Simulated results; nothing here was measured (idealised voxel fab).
Proc. module: voxel wiring stack
Xsec cut, 300 nm wide, square cell size 5 nm.
When this document writes out a cross-section, it uses a grid of square cells and lists it as bands, beginning at the top and moving down, with a band standing for one or more rows of cells. Within each band entry, the heights of the top and of the bottom of the band appear first, in that order and in nm; the materials of the band then follow from left to right, each with its corresponding width in nm. The designation "everywhere" on a single material indicates that it fills the band from edge to edge; the designation "empty" indicates empty space. Counting heights begins at 0, where everything beneath is, in the wafer as received, one material. The lowest band has no bottom; it goes on downwards, as "z 0 and below" shows. You'd read "30 to 40" like this: the band's top row of cells is as wide as the first number, its bottom row is as wide as the second, and going down, every row changes width by the same amount as the row before did. "nothing different" for a step: no cell of the cross-section changed in that step. Reported under the label "Closed void list" are the empty spaces having no open way to the top and comprising 8 cells or more; the notation for each is width x height at distance, in which the distance is measured from the left edge and all three values are in nm. Whatever follows a step's settings on its line is a remark the simulator itself makes about that step. "overlay nm" denotes, for a step that has a mask, the displacement of the mask to the right of its planned place, with negative values corresponding to the left.

Plan
step 1: RECEIVE: material Si
step 2: CONFORMAL_DEP: material SiO2, thk nm 15
step 3: DIRECTIONAL_DEP: material TiN, thk nm 5
step 4: DIRECTIONAL_DEP: material W, thk nm 15
step 5: PATTERN: tone cover, mask id METAL_1, material resist, width nm 25, pitch nm 55, thk nm 20, overlay nm 0
step 6: DIRECTIONAL_ETCH: etch materials W, depth nm 15
step 7: DIRECTIONAL_ETCH: etch materials TiN, depth nm 5
step 8: STRIP: etch materials resist
step 9: CONFORMAL_DEP: material SiCN, thk nm 5
step 10: FILL_DEP: material lowk, thk nm 10
step 11: CMP: height nm 35
step 12: CONFORMAL_DEP: material SiCN, thk nm 5
step 13: DIRECTIONAL_DEP: material lowk, thk nm 10
step 14: DIRECTIONAL_DEP: material aC, thk nm 10
step 15: PATTERN: tone open, mask id PLUG_1, material resist, width nm 15, thk nm 25, overlay nm 0
step 16: DIRECTIONAL_ETCH: etch materials aC, depth nm 10
step 17: STRIP: etch materials resist
step 18: DIRECTIONAL_ETCH: etch materials lowk, depth nm 10
step 19: DIRECTIONAL_ETCH: etch materials SiCN, depth nm 5
step 20: STRIP: etch materials aC
step 21: CONFORMAL_DEP: material TiN, thk nm 5
step 22: FILL_DEP: material Cu, thk nm 5
step 23: CMP: height nm 50
step 24: CONFORMAL_DEP: material SiCN, thk nm 5
step 25: DIRECTIONAL_DEP: material lowk, thk nm 15
step 26: MASKED_ETCH: tone open, mask id METAL_2, width nm 25, pitch nm 55, etch materials lowk, depth nm 15, overlay nm 0
step 27: MASKED_ETCH: tone open, mask id METAL_2, width nm 25, pitch nm 55, etch materials SiCN, depth nm 5, overlay nm 0
step 28: CONFORMAL_DEP: material TiN, thk nm 5
step 29: FILL_DEP: material Cu, thk nm 5
step 30: CMP: height nm 70
step 31: CONFORMAL_DEP: material SiCN, thk nm 5
step 32: DIRECTIONAL_DEP: material lowk, thk nm 15
step 33: PATTERN: tone open, mask id PLUG_2, material resist, width nm 15, thk nm 15, overlay nm 0
step 34: DIRECTIONAL_ETCH: etch materials lowk, depth nm 15
step 35: DIRECTIONAL_ETCH: etch materials SiCN, depth nm 5
step 36: STRIP: etch materials resist
step 37: CONFORMAL_DEP: material TiN, thk nm 5
step 38: FILL_DEP: material Cu, thk nm 5
step 39: CMP: height nm 90
step 40: DIRECTIONAL_DEP: material TiN, thk nm 5
step 41: DIRECTIONAL_DEP: material Ru, thk nm 20
step 42: MASKED_ETCH: tone cover, mask id METAL_3, width nm 25, pitch nm 55, etch materials Ru, depth nm 20, overlay nm 0
step 43: MASKED_ETCH: tone cover, mask id METAL_3, width nm 25, pitch nm 55, etch materials TiN, depth nm 5, overlay nm 0
step 44: CONFORMAL_DEP: material SiCN, thk nm 5
step 45: FILL_DEP: material SiO2, thk nm 5
step 46: CMP: height nm 115
step 47: CONFORMAL_DEP: material SiCN, thk nm 5
step 48: DIRECTIONAL_DEP: material lowk, thk nm 30
step 49: PATTERN: tone open, mask id METAL_4_HOLES, material resist, width nm 15, pitch nm 55, thk nm 20, overlay nm 0
step 50: DIRECTIONAL_ETCH: etch materials lowk, depth nm 30
step 51: STRIP: etch materials resist
step 52: PATTERN: tone open, mask id METAL_4, material resist, width nm 25, pitch nm 55, thk nm 15, overlay nm 0
step 53: DIRECTIONAL_ETCH: etch materials lowk, depth nm 15
step 54: DIRECTIONAL_ETCH: etch materials SiCN, depth nm 5
step 55: STRIP: etch materials resist
step 56: CONFORMAL_DEP: material TiN, thk nm 5
step 57: FILL_DEP: material Cu, thk nm 10
step 58: CMP: height nm 150
step 59: CONFORMAL_DEP: material SiN, thk nm 5

Cross-sectional view of the wafer in its as-received condition, corresponding to the state after step 1
* z 0 and below: Si everywhere
* Closed void list: none

What the wafer looks like in cross-section after this module, when it starts as shown above and follows the plan above but one mistake is made in running it
* z 155 to 150: SiN everywhere
* z 150 to 140: lowk 110 / TiN 5 / Cu 5 / TiN 5 / lowk 40 / TiN 5 / Cu 5 / TiN 5 / lowk 120
* z 140 to 135: lowk 110 / TiN 15 / lowk 40 / TiN 15 / lowk 120
* z 135 to 120: lowk everywhere
* z 120 to 115: SiCN everywhere
* z 115 to 95: SiO2 105 / SiCN 5 / Ru 25 / SiCN 5 / SiO2 20 / SiCN 5 / Ru 25 / SiCN 5 / SiO2 105
* z 95 to 90: SiCN 110 / TiN 25 / SiCN 30 / TiN 25 / SiCN 110
* z 90 to 75: lowk 110 / TiN 5 / Cu 5 / TiN 5 / lowk 175
* z 75 to 70: SiCN 110 / TiN 15 / SiCN 175
* z 70 to 55: lowk 110 / TiN 5 / Cu 15 / TiN 5 / lowk 30 / TiN 5 / Cu 15 / TiN 5 / lowk 110
* z 55 to 50: SiCN 110 / TiN 25 / SiCN 30 / TiN 25 / SiCN 110
* z 50 to 40: lowk 110 / TiN 5 / Cu 5 / TiN 5 / lowk 175
* z 40 to 35: SiCN 110 / TiN 15 / SiCN 175
* z 35 to 20: lowk 105 / SiCN 5 / W 25 / SiCN 5 / lowk 20 / SiCN 5 / W 25 / SiCN 5 / lowk 105
* z 20 to 15: SiCN 110 / TiN 25 / SiCN 30 / TiN 25 / SiCN 110
* z 15 to 0: SiO2 everywhere
* z 0 and below: Si everywhere
* Closed void list: none
What went wrong in running the wafer? execution of plan step 48 occurred twice
